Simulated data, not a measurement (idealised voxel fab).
Process module in this document: voxel spacer lines
cross-section cut | 155 nm wide | cells 5 nm
Bands, listed from the top down, are how a cross-section gets written in this document; the cross-section itself is a grid of square cells, and a band is one or more rows of them.
Within each band entry, the heights of the top and of the bottom of the band appear first, in that order and in nm; the materials of the band then follow from left to right, each with its corresponding width in nm. The designation "edge to edge" on a single material indicates that it fills the band from edge to edge; the designation "blank" indicates empty space.
Note: height 0 marks the level under which the wafer is uniformly one material as received. Lowest band unbounded below, written "top 0, no bottom".
Quick explanation for "30->40": the width changes in equal steps down the rows of cells, from the first number in the band's top row to the second number in its bottom row.
Basically "nothing different" means that step didn't change any cell in the cross-section.
Heads up: "Closed internal cavities" only lists the empty pockets with no open path to the top that are 8 cells or more, and it writes them as width x height at distance, distance from the left edge, in nm.
On a step's line, text after the settings is the simulator commenting on that step.
When a step includes a mask, the "overlay nm" setting on its line states how far to the right of its planned place that mask lay, and negative values state how far to the left.
PROCESS STEPS - PLAN
- 1: op RECEIVE | material Si
- 2: op CONFORMAL_DEP | material Al2O3 | thk nm 10
- 3: op DIRECTIONAL_DEP | material SiN | thk nm 20
- 4: op DIRECTIONAL_DEP | material aC | thk nm 25
- 5: op PATTERN | tone cover | mask id MANDREL | material resist | width nm 20 | pitch nm 60 | thk nm 30 | overlay nm 0
- 6: op DIRECTIONAL_ETCH | etch materials aC | depth nm 25
- 7: op STRIP | etch materials resist
- 8: op CONFORMAL_DEP | material SiO2 | thk nm 10
- 9: op DIRECTIONAL_ETCH | etch materials SiO2 | depth nm 10
- 10: op STRIP | etch materials aC
- 11: op DIRECTIONAL_ETCH | etch materials SiN | depth nm 20
- 12: op STRIP | etch materials SiO2
CROSS-SECTIONAL VIEW OF THE WAFER IN ITS AS-RECEIVED CONDITION, CORRESPONDING TO THE STATE AFTER STEP 1
    top 0, no bottom | Si edge to edge
    Closed internal cavities: none
FINAL WAFER PROFILE IN CROSS-SECTION AFTER THE MODULE, FROM THE SAME START AND PLAN AS ABOVE, WITH ONE MISTAKE MADE DURING PROCESSING
    top 30, bottom 10 | 25 nm blank, then 40 nm SiN, then 20 nm blank, then 40 nm SiN, then 30 nm blank
    top 10, bottom 0 | Al2O3 edge to edge
    top 0, no bottom | Si edge to edge
    Closed internal cavities: none
The plan and the run diverged here: note: step 10 <-> step 11, run order reversed vs plan
